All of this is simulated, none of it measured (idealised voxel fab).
Process module in this document: voxel transistor to metal
In the cross-section labelled cut, the width is 295 nm and each square cell is 5 nm.
Cross-sections here: square-cell grids, written as top-down lists of bands, a band being one or more rows of cells.
Heights first: top, then bottom, in nm. Then materials, left to right, each with a width in nm. "edge to edge" on a single material: fills the band edge to edge. "empty": empty space.
The level at which height equals 0 is the one under which the wafer, as it arrives, is entirely one material. No lower edge exists for the bottom band, which continues downward and is notated as in "0 down".
With a width like "30 to 40", each row of cells in the band differs from the next by the same amount, the top row carrying the first number and the bottom row the second.
"same as before" -> step changed no cross-section cell.
"Non-vented voids" enumerates empty spaces isolated from the top, with no open way to it, that contain at least 8 cells, giving each as width x height at distance from the left edge, all three in nm.
Read whatever lies past the settings on a step's line as the simulator's own remark about the step.
The setting "overlay nm" may be written on the line of a step. When the step uses a mask, the value reports how far to the right of the planned place the mask lay, and a negative value reports that it lay to the left.

Listed below are the process steps as planned:
| 1 | RECEIVE | material Si |
| 2 | CONFORMAL_DEP | material SiO2 | thk nm 5 |
| 3 | CONFORMAL_DEP | material SiN | thk nm 10 |
| 4 | MASKED_ETCH | tone cover | mask id ACTIVE | width nm 115 | pitch nm 135 | etch materials SiN | depth nm 10 | overlay nm 0 |
| 5 | MASKED_ETCH | tone cover | mask id ACTIVE | width nm 115 | pitch nm 135 | etch materials SiO2 | depth nm 5 | overlay nm 0 |
| 6 | MASKED_ETCH | tone cover | mask id ACTIVE | width nm 115 | pitch nm 135 | etch materials Si | depth nm 20 | overlay nm 0 |
| 7 | FILL_DEP | material SiO2 | thk nm 15 |
| 8 | CMP | height nm 15 |
| 9 | SELECTIVE_ETCH | etch materials SiO2 | depth nm 10 |
| 10 | STRIP | etch materials SiN |
| 11 | SELECTIVE_ETCH | etch materials SiO2 | depth nm 5 |
| 12 | OXIDIZE | depth nm 5 |
| 13 | DIRECTIONAL_DEP | material polySi | thk nm 30 |
| 14 | DIRECTIONAL_DEP | material SiCN | thk nm 15 |
| 15 | DIRECTIONAL_DEP | material aC | thk nm 15 |
| 16 | PATTERN | tone cover | mask id GATE | material resist | width nm 25 | pitch nm 135 | thk nm 35 | overlay nm 0 |
| 17 | DIRECTIONAL_ETCH | etch materials aC | depth nm 15 |
| 18 | STRIP | etch materials resist |
| 19 | DIRECTIONAL_ETCH | etch materials SiCN | depth nm 25 |
| 20 | DIRECTIONAL_ETCH | etch materials polySi | depth nm 40 |
| 21 | STRIP | etch materials aC |
| 22 | CONFORMAL_DEP | material SiO2 | thk nm 5 |
| 23 | DIRECTIONAL_ETCH | etch materials SiO2 | depth nm 5 |
| 24 | CONFORMAL_DEP | material SiN | thk nm 10 |
| 25 | DIRECTIONAL_ETCH | etch materials SiN | depth nm 10 |
| 26 | DIRECTIONAL_ETCH | etch materials SiO2 | depth nm 5 |
| 27 | DIRECTIONAL_ETCH | etch materials Si | depth nm 10 |
| 28 | EPI | material SiGe | thk nm 10 |
| 29 | FILL_DEP | material SiO2 | thk nm 5 |
| 30 | CMP | height nm 30 |
| 31 | STRIP | etch materials polySi |
| 32 | SELECTIVE_ETCH | etch materials SiO2 | depth nm 5 |
| 33 | CONFORMAL_DEP | material HfO2 | thk nm 5 |
| 34 | CONFORMAL_DEP | material TiN | thk nm 5 |
| 35 | FILL_DEP | material W | thk nm 10 |
| 36 | CMP | height nm 25 |
| 37 | DIRECTIONAL_DEP | material SiO2 | thk nm 10 |
| 38 | MASKED_ETCH | tone open | mask id CONTACT | width nm 20 | etch materials SiO2 | depth nm 40 | overlay nm -10 |
| 39 | CONFORMAL_DEP | material TiN | thk nm 5 |
| 40 | FILL_DEP | material W | thk nm 5 |
| 41 | CMP | height nm 35 |
| 42 | CONFORMAL_DEP | material SiN | thk nm 5 |
| 43 | DIRECTIONAL_DEP | material lowk | thk nm 15 |
| 44 | MASKED_ETCH | tone open | mask id METAL_1 | width nm 20 | etch materials lowk | depth nm 15 | overlay nm 0 |
| 45 | MASKED_ETCH | tone open | mask id METAL_1 | width nm 20 | etch materials SiN | depth nm 5 | overlay nm 0 |
| 46 | CONFORMAL_DEP | material TiN | thk nm 5 |
| 47 | FILL_DEP | material Cu | thk nm 10 |
| 48 | CMP | height nm 55 |
| 49 | CONFORMAL_DEP | material SiCN | thk nm 5 |
| 50 | DIRECTIONAL_DEP | material lowk | thk nm 30 |
| 51 | DIRECTIONAL_DEP | material aC | thk nm 10 |
| 52 | PATTERN | tone open | mask id METAL_2_HOLES | material resist | width nm 15 | pitch nm 135 | thk nm 30 | overlay nm 0 |
| 53 | DIRECTIONAL_ETCH | etch materials aC | depth nm 10 |
| 54 | STRIP | etch materials resist |
| 55 | DIRECTIONAL_ETCH | etch materials lowk | depth nm 30 |
| 56 | STRIP | etch materials aC |
| 57 | PATTERN | tone open | mask id METAL_2 | material resist | width nm 20 | pitch nm 135 | thk nm 15 | overlay nm 0 |
| 58 | DIRECTIONAL_ETCH | etch materials lowk | depth nm 15 |
| 59 | DIRECTIONAL_ETCH | etch materials SiCN | depth nm 5 |
| 60 | STRIP | etch materials resist |
| 61 | CONFORMAL_DEP | material TiN | thk nm 5 |
| 62 | FILL_DEP | material Ru | thk nm 10 |
| 63 | CMP | height nm 90 |
| 64 | CONFORMAL_DEP | material SiCN | thk nm 5 |
Wafers differ in overlay nm at step 38; plan lists the first wafer's value; identical starting state.

As received, i.e. after step 1: cross-section through the first of several wafers:
- 0 down  Si edge to edge
- Non-vented voids: none

Where each wafer stands at the end of the module, a row apiece: cells of each material gained (+) or lost (-) since it was received, then closed voids:
overlay nm -10 | +24 Cu | +34 HfO2 | +16 Ru | -146 Si | +112 SiCN | +64 SiGe | +83 SiN | +263 SiO2 | +166 TiN | +64 W | +441 lowk | Non-vented voids: none
overlay nm -5 | +24 Cu | +34 HfO2 | +16 Ru | -146 Si | +112 SiCN | +64 SiGe | +83 SiN | +251 SiO2 | +170 TiN | +72 W | +441 lowk | Non-vented voids: none
overlay nm 0 | +24 Cu | +34 HfO2 | +16 Ru | -146 Si | +112 SiCN | +64 SiGe | +83 SiN | +251 SiO2 | +170 TiN | +72 W | +441 lowk | Non-vented voids: none
overlay nm 5 | +24 Cu | +34 HfO2 | +16 Ru | -146 Si | +112 SiCN | +64 SiGe | +83 SiN | +251 SiO2 | +170 TiN | +72 W | +441 lowk | Non-vented voids: none
overlay nm 10 | +24 Cu | +34 HfO2 | +16 Ru | -146 Si | +112 SiCN | +64 SiGe | +83 SiN | +263 SiO2 | +166 TiN | +64 W | +441 lowk | Non-vented voids: none
overlay nm 15 | +24 Cu | +34 HfO2 | +16 Ru | -146 Si | +112 SiCN | +64 SiGe | +83 SiN | +275 SiO2 | +162 TiN | +56 W | +441 lowk | Non-vented voids: none
